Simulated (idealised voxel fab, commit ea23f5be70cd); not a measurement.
Presented below is a process module, voxel wiring stack.
Cross-section cut: width 295 nm, square cells of 5 nm.
In what follows, cross-sections appear as grids of square cells, described through bands that run from the top down, where every band is one or more rows of cells. Within each band entry, the heights of the top and of the bottom of the band appear first, in that order and in nm; the materials of the band then follow from left to right, each with its corresponding width in nm. The designation "full width" on a single material indicates that it fills the band from edge to edge; the designation "air" indicates empty space. All heights in this document are referenced to 0, defined as the level beneath which the wafer, as received, consists entirely of one material. The lowest band is not bounded below; it extends indefinitely downward and is written in the form "0 and below". The width entry "30 to 40" should be interpreted row by row: the top row of cells in the band takes the first number, the bottom row takes the second number, and the change between adjacent rows is uniform throughout. What does "no change occurred" mean for a step? It means no cell of the cross-section changed in that step. In "Unvented cavities" the enclosed voids are listed, meaning empty spaces of 8 cells or larger without any opening to the top. The form is width x height at distance, distance from the left edge, units nm. Formally, on a step line, whatever follows the settings is a remark that the simulator itself makes on the step. "overlay nm", when on a step's line for a step with a mask, measures how far to the right of its planned place the mask lay; a negative measure means to the left.
## Process steps (planned)
| 1 | RECEIVE [material Si] |
| 2 | CONFORMAL_DEP [material SiO2] [thk nm 15] |
| 3 | CONFORMAL_DEP [material SiN] [thk nm 5] |
| 4 | DIRECTIONAL_DEP [material lowk] [thk nm 15] |
| 5 | PATTERN [tone open] [mask id METAL_1] [material resist] [width nm 25] [pitch nm 55] [thk nm 15] [overlay nm 0] |
| 6 | DIRECTIONAL_ETCH [etch materials lowk] [depth nm 15] |
| 7 | DIRECTIONAL_ETCH [etch materials SiN] [depth nm 5] |
| 8 | STRIP [etch materials resist] |
| 9 | CONFORMAL_DEP [material TiN] [thk nm 5] |
| 10 | FILL_DEP [material Cu] [thk nm 10] |
| 11 | CMP [height nm 35] |
| 12 | CONFORMAL_DEP [material SiCN] [thk nm 5] |
| 13 | DIRECTIONAL_DEP [material lowk] [thk nm 10] |
| 14 | PATTERN [tone open] [mask id PLUG_1] [material resist] [width nm 15] [pitch nm 55] [thk nm 20] [overlay nm 0] |
| 15 | DIRECTIONAL_ETCH [etch materials lowk] [depth nm 10] |
| 16 | DIRECTIONAL_ETCH [etch materials SiCN] [depth nm 5] |
| 17 | STRIP [etch materials resist] |
| 18 | EPI [material Ru] [thk nm 10] |
| 19 | EPI [material Ru] [thk nm 5] |
| 20 | CONFORMAL_DEP [material SiCN] [thk nm 5] |
| 21 | DIRECTIONAL_DEP [material SiO2] [thk nm 25] |
| 22 | PATTERN [tone open] [mask id METAL_2] [material resist] [width nm 25] [pitch nm 55] [thk nm 15] [overlay nm 0] |
| 23 | DIRECTIONAL_ETCH [etch materials SiO2] [depth nm 25] |
| 24 | DIRECTIONAL_ETCH [etch materials SiCN] [depth nm 5] |
| 25 | STRIP [etch materials resist] |
| 26 | CONFORMAL_DEP [material TiN] [thk nm 5] |
| 27 | FILL_DEP [material Ru] [thk nm 5] |
| 28 | CMP [height nm 80] |
| 29 | CONFORMAL_DEP [material SiCN] [thk nm 5] |
| 30 | DIRECTIONAL_DEP [material SiO2] [thk nm 20] |
| 31 | MASKED_ETCH [tone open] [mask id PLUG_2] [width nm 15] [pitch nm 110] [etch materials SiO2] [depth nm 20] [overlay nm 0] |
| 32 | MASKED_ETCH [tone open] [mask id PLUG_2] [width nm 15] [pitch nm 110] [etch materials SiCN] [depth nm 5] [overlay nm 0] |
| 33 | EPI [material Ru] [thk nm 10] |
| 34 | EPI [material Ru] [thk nm 10] |
| 35 | EPI [material Ru] [thk nm 5] |
| 36 | CONFORMAL_DEP [material SiCN] [thk nm 5] |
| 37 | DIRECTIONAL_DEP [material lowk] [thk nm 20] |
| 38 | MASKED_ETCH [tone open] [mask id METAL_3] [width nm 25] [pitch nm 55] [etch materials lowk] [depth nm 20] [overlay nm 0] |
| 39 | MASKED_ETCH [tone open] [mask id METAL_3] [width nm 25] [pitch nm 55] [etch materials SiCN] [depth nm 5] [overlay nm 0] |
| 40 | CONFORMAL_DEP [material TiN] [thk nm 5] |
| 41 | FILL_DEP [material W] [thk nm 10] |
| 42 | CMP [height nm 130] |
| 43 | CONFORMAL_DEP [material SiCN] [thk nm 5] |
| 44 | DIRECTIONAL_DEP [material SiO2] [thk nm 35] |
| 45 | MASKED_ETCH [tone open] [mask id METAL_4_HOLES] [width nm 15] [pitch nm 55] [etch materials SiO2] [depth nm 35] [overlay nm 0] |
| 46 | PATTERN [tone open] [mask id METAL_4] [material resist] [width nm 25] [pitch nm 55] [thk nm 20] [overlay nm 0] |
| 47 | DIRECTIONAL_ETCH [etch materials SiO2] [depth nm 20] |
| 48 | DIRECTIONAL_ETCH [etch materials SiCN] [depth nm 5] |
| 49 | STRIP [etch materials resist] |
| 50 | CONFORMAL_DEP [material TiN] [thk nm 5] |
| 51 | FILL_DEP [material Ru] [thk nm 10] |
| 52 | CMP [height nm 170] |
| 53 | CONFORMAL_DEP [material SiCN] [thk nm 5] |
## Incoming wafer, cross-sectional view, post step 1
> 0 and below | Si full width
> Unvented cavities: none
## Starting wafer: above. Plan: above. Run: one mistake. Cross-section after the module: below
> 175 down to 170 | SiCN full width
> 170 down to 155 | 80 nm SiO2, then 5 nm TiN, then 15 nm Ru, then 5 nm TiN, then 30 nm SiO2, then 5 nm TiN, then 15 nm Ru, then 5 nm TiN, then 30 nm SiO2, then 5 nm TiN, then 15 nm Ru, then 5 nm TiN, then 80 nm SiO2
> 155 down to 150 | 80 nm SiO2, then 5 nm TiN, then 5 nm Ru, then 15 nm TiN, then 30 nm SiO2, then 5 nm TiN, then 5 nm Ru, then 15 nm TiN, then 30 nm SiO2, then 5 nm TiN, then 5 nm Ru, then 15 nm TiN, then 80 nm SiO2
> 150 down to 135 | 80 nm SiO2, then 5 nm TiN, then 5 nm Ru, then 5 nm TiN, then 40 nm SiO2, then 5 nm TiN, then 5 nm Ru, then 5 nm TiN, then 40 nm SiO2, then 5 nm TiN, then 5 nm Ru, then 5 nm TiN, then 90 nm SiO2
> 135 down to 130 | 80 nm SiCN, then 15 nm TiN, then 40 nm SiCN, then 15 nm TiN, then 40 nm SiCN, then 15 nm TiN, then 90 nm SiCN
> 130 down to 110 | 80 nm lowk, then 5 nm TiN, then 15 nm W, then 5 nm TiN, then 30 nm lowk, then 5 nm TiN, then 15 nm W, then 5 nm TiN, then 30 nm lowk, then 5 nm TiN, then 15 nm W, then 5 nm TiN, then 80 nm lowk
> 110 down to 105 | 80 nm SiCN, then 25 nm TiN, then 30 nm SiCN, then 25 nm TiN, then 30 nm SiCN, then 25 nm TiN, then 80 nm SiCN
> 105 down to 85 | 80 nm SiO2, then 15 nm Ru, then 95 nm SiO2, then 15 nm Ru, then 90 nm SiO2
> 85 down to 80 | 80 nm SiCN, then 15 nm Ru, then 95 nm SiCN, then 15 nm Ru, then 90 nm SiCN
> 80 down to 70 | 70 nm Ru, then 5 nm TiN, then 5 nm SiO2, then 5 nm TiN, then 15 nm Ru, then 5 nm TiN, then 20 nm SiO2, then 5 nm TiN, then 5 nm SiO2, then 5 nm TiN, then 15 nm Ru, then 5 nm TiN, then 20 nm SiO2, then 5 nm TiN, then 5 nm SiO2, then 5 nm TiN, then 15 nm Ru, then 5 nm TiN, then 20 nm SiO2, then 5 nm TiN, then 55 nm Ru
> 70 down to 65 | 75 nm TiN, then 5 nm SiO2, then 5 nm TiN, then 15 nm Ru, then 5 nm TiN, then 20 nm SiO2, then 5 nm TiN, then 5 nm SiO2, then 5 nm TiN, then 15 nm Ru, then 5 nm TiN, then 20 nm SiO2, then 5 nm TiN, then 5 nm SiO2, then 5 nm TiN, then 15 nm Ru, then 5 nm TiN, then 20 nm SiO2, then 60 nm TiN
> 65 down to 55 | 80 nm SiO2, then 5 nm TiN, then 15 nm Ru, then 5 nm TiN, then 30 nm SiO2, then 5 nm TiN, then 15 nm Ru, then 5 nm TiN, then 30 nm SiO2, then 5 nm TiN, then 15 nm Ru, then 5 nm TiN, then 80 nm SiO2
> 55 down to 50 | 75 nm SiO2, then 5 nm SiCN, then 25 nm TiN, then 20 nm SiCN, then 5 nm SiO2, then 5 nm SiCN, then 25 nm TiN, then 20 nm SiCN, then 5 nm SiO2, then 5 nm SiCN, then 25 nm TiN, then 20 nm SiCN, then 60 nm SiO2
> 50 down to 40 | 75 nm SiO2, then 5 nm SiCN, then 15 nm lowk, then 25 nm Ru, then 5 nm SiCN, then 5 nm SiO2, then 5 nm SiCN, then 15 nm lowk, then 25 nm Ru, then 5 nm SiCN, then 5 nm SiO2, then 5 nm SiCN, then 15 nm lowk, then 25 nm Ru, then 5 nm SiCN, then 60 nm SiO2
> 40 down to 35 | 95 nm SiCN, then 25 nm Ru, then 30 nm SiCN, then 25 nm Ru, then 30 nm SiCN, then 25 nm Ru, then 65 nm SiCN
> 35 down to 20 | 80 nm lowk, then 5 nm TiN, then 15 nm Cu, then 5 nm TiN, then 30 nm lowk, then 5 nm TiN, then 15 nm Cu, then 5 nm TiN, then 30 nm lowk, then 5 nm TiN, then 15 nm Cu, then 5 nm TiN, then 80 nm lowk
> 20 down to 15 | 80 nm SiN, then 25 nm TiN, then 30 nm SiN, then 25 nm TiN, then 30 nm SiN, then 25 nm TiN, then 80 nm SiN
> 15 down to 0 | SiO2 full width
> 0 and below | Si full width
> Unvented cavities: none
Heads up, the wafer didn't run the way we planned it: step 14 off recipe, ran as PATTERN [tone cover] [mask id PLUG_1] [material resist] [width nm 15] [pitch nm 55] [thk nm 20] [overlay nm 0]
